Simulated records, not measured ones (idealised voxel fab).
Documented hereafter: the process module known as voxel released beams.
Cross-section cut: width 160 nm, square cells of 5 nm.
If you're reading a cross-section in this doc, picture square cells in a grid; it comes to you as bands, top ones listed first down to the bottom, and a band can be one or more rows of cells.
Quick guide to a band line: top height, bottom height (nm) up front; then every material left to right with its width in nm. Only one material and it's marked "edge to edge"? Then it fills the band edge to edge. And "blank" just means empty space.
Below 0: as-received wafer, all one material; heights counted from there. Lowest band: no bottom, goes on down, written "z 0 and below".
Width spec "30..40" -> top row of cells at first value, bottom row at second value, equal per-row change in between.
Basically "stayed the same" means that step didn't change any cell in the cross-section.
The label "Closed void entries" introduces a list of the empty spaces, 8 cells or larger, that have no open way up to the top; each entry in it reads width x height at distance, where the distance is taken from the left edge and all three are stated in nm.
On a step's line, text after the settings is the simulator commenting on that step.
The "overlay nm" setting may appear on a step's line; for a step that uses a mask, it gives how far to the right of its planned position the mask lay, and a negative value indicates the left.
**Listed below are the process steps as planned**
1,op RECEIVE | material Si
2,op CONFORMAL_DEP | material SiN | thk nm 5
3,op DIRECTIONAL_DEP | material SiO2 | thk nm 15
4,op DIRECTIONAL_DEP | material aC | thk nm 15
5,op PATTERN | tone open | mask id ANCHOR | material resist | width nm 35 | thk nm 35 | overlay nm 0
6,op DIRECTIONAL_ETCH | etch materials aC | depth nm 15
7,op STRIP | etch materials resist
8,op DIRECTIONAL_ETCH | etch materials SiO2 | depth nm 15
9,op STRIP | etch materials aC
10,op CONFORMAL_DEP | material W | thk nm 15
11,op PATTERN | tone cover | mask id BEAM | material resist | width nm 110 | thk nm 15 | overlay nm 0
12,op DIRECTIONAL_ETCH | etch materials W | depth nm 15
13,op STRIP | etch materials resist
14,op STRIP | etch materials SiO2
**First wafer of two (run as planned)**
**Cross-section, incoming material, after step 1**
z 0 and below: Si edge to edge
Closed void entries: none
**Once step 2 is through, the wafer looks like this in cross-section**
z 5 to 0: SiN edge to edge
Note: structure below 0 unchanged.
**Once step 3 is through, the wafer looks like this in cross-section**
z 20 to 5: SiO2 edge to edge
Note: structure below 5 unchanged.
**Once step 4 is through, the wafer looks like this in cross-section**
z 35 to 20: aC edge to edge
Note: structure below 20 unchanged.
**Once step 5 is through, the wafer looks like this in cross-section**
z 70 to 35: resist: 25; blank: 35; resist: 100
Note: structure below 35 unchanged.
**Once step 6 is through, the wafer looks like this in cross-section**
z 55 to 35: resist: 25; blank: 35; resist: 100
z 35 to 20: aC: 25; blank: 35; aC: 100
Note: structure below 20 unchanged.
**Once step 7 is through, the wafer looks like this in cross-section**
z 35 to 20: aC: 25; blank: 35; aC: 100
Note: structure below 20 unchanged.
**Once step 8 is through, the wafer looks like this in cross-section**
z 35 to 20: aC: 25; blank: 35; aC: 100
z 20 to 5: SiO2: 25; blank: 35; SiO2: 100
Note: structure below 5 unchanged.
**Once step 9 is through, the wafer looks like this in cross-section**
z 20 to 5: SiO2: 25; blank: 35; SiO2: 100
Note: structure below 5 unchanged.
**Once step 10 is through, the wafer looks like this in cross-section**
z 35 to 20: W: 40; blank: 5; W: 115
z 20 to 5: SiO2: 25; W: 35; SiO2: 100
Note: structure below 5 unchanged.
**Once step 11 is through, the wafer looks like this in cross-section**
z 50 to 35: blank: 20; resist: 110; blank: 30
z 35 to 20: W: 40; resist: 5; W: 115
Note: structure below 20 unchanged.
**Once step 12 is through, the wafer looks like this in cross-section**
z 50 to 35: blank: 20; resist: 110; blank: 30
z 35 to 20: blank: 20; W: 20; resist: 5; W: 85; blank: 30
Note: structure below 20 unchanged.
**Once step 13 is through, the wafer looks like this in cross-section**
z 35 to 20: blank: 20; W: 20; blank: 5; W: 85; blank: 30
Note: structure below 20 unchanged.
**Once step 14 is through, the wafer looks like this in cross-section**
z 35 to 20: blank: 20; W: 20; blank: 5; W: 85; blank: 30
z 20 to 5: blank: 25; W: 35; blank: 100
Note: structure below 5 unchanged.
**Notes, second wafer: start = first wafer's, plan = first wafer's, execution had one mistake; history identical to first through step 4**
**Second wafer: cross-section at the scheduled end of step 5**
z 70 to 35: blank: 25; resist: 35; blank: 100
Note: structure below 35 unchanged.
**Second wafer: cross-section at the scheduled end of step 6**
z 55 to 35: blank: 25; resist: 35; blank: 100
z 35 to 20: blank: 25; aC: 35; blank: 100
Note: structure below 20 unchanged.
**Second wafer: cross-section at the scheduled end of step 7**
z 35 to 20: blank: 25; aC: 35; blank: 100
Note: structure below 20 unchanged.
**Second wafer: cross-section at the scheduled end of step 8**
z 35 to 20: blank: 25; aC: 35; blank: 100
z 20 to 5: blank: 25; SiO2: 35; blank: 100
Note: structure below 5 unchanged.
**Second wafer: cross-section at the scheduled end of step 9**
z 20 to 5: blank: 25; SiO2: 35; blank: 100
Note: structure below 5 unchanged.
**Second wafer: cross-section at the scheduled end of step 10**
z 35 to 20: blank: 10; W: 65; blank: 85
z 20 to 5: W: 25; SiO2: 35; W: 100
Note: structure below 5 unchanged.
**Second wafer: cross-section at the scheduled end of step 11**
z 50 to 35: blank: 20; resist: 110; blank: 30
z 35 to 20: blank: 10; W: 65; resist: 55; blank: 30
Note: structure below 20 unchanged.
**Second wafer: cross-section at the scheduled end of step 12**
z 50 to 35: blank: 20; resist: 110; blank: 30
z 35 to 20: blank: 20; W: 55; resist: 55; blank: 30
z 20 to 5: blank: 10; W: 15; SiO2: 35; W: 70; blank: 30
Note: structure below 5 unchanged.
**Second wafer: cross-section at the scheduled end of step 13**
z 35 to 20: blank: 20; W: 55; blank: 85
Note: structure below 20 unchanged.
Second wafer: cross-section at the scheduled end of step 14: stayed the same
what went wrong: the process deviated at step 5: the operation and settings actually run there were op PATTERN | tone cover | mask id ANCHOR | material resist | width nm 35 | thk nm 35 | overlay nm 0
Wafer comparison, final, in cells, second relative to first, materials more or fewer: +21 SiO2
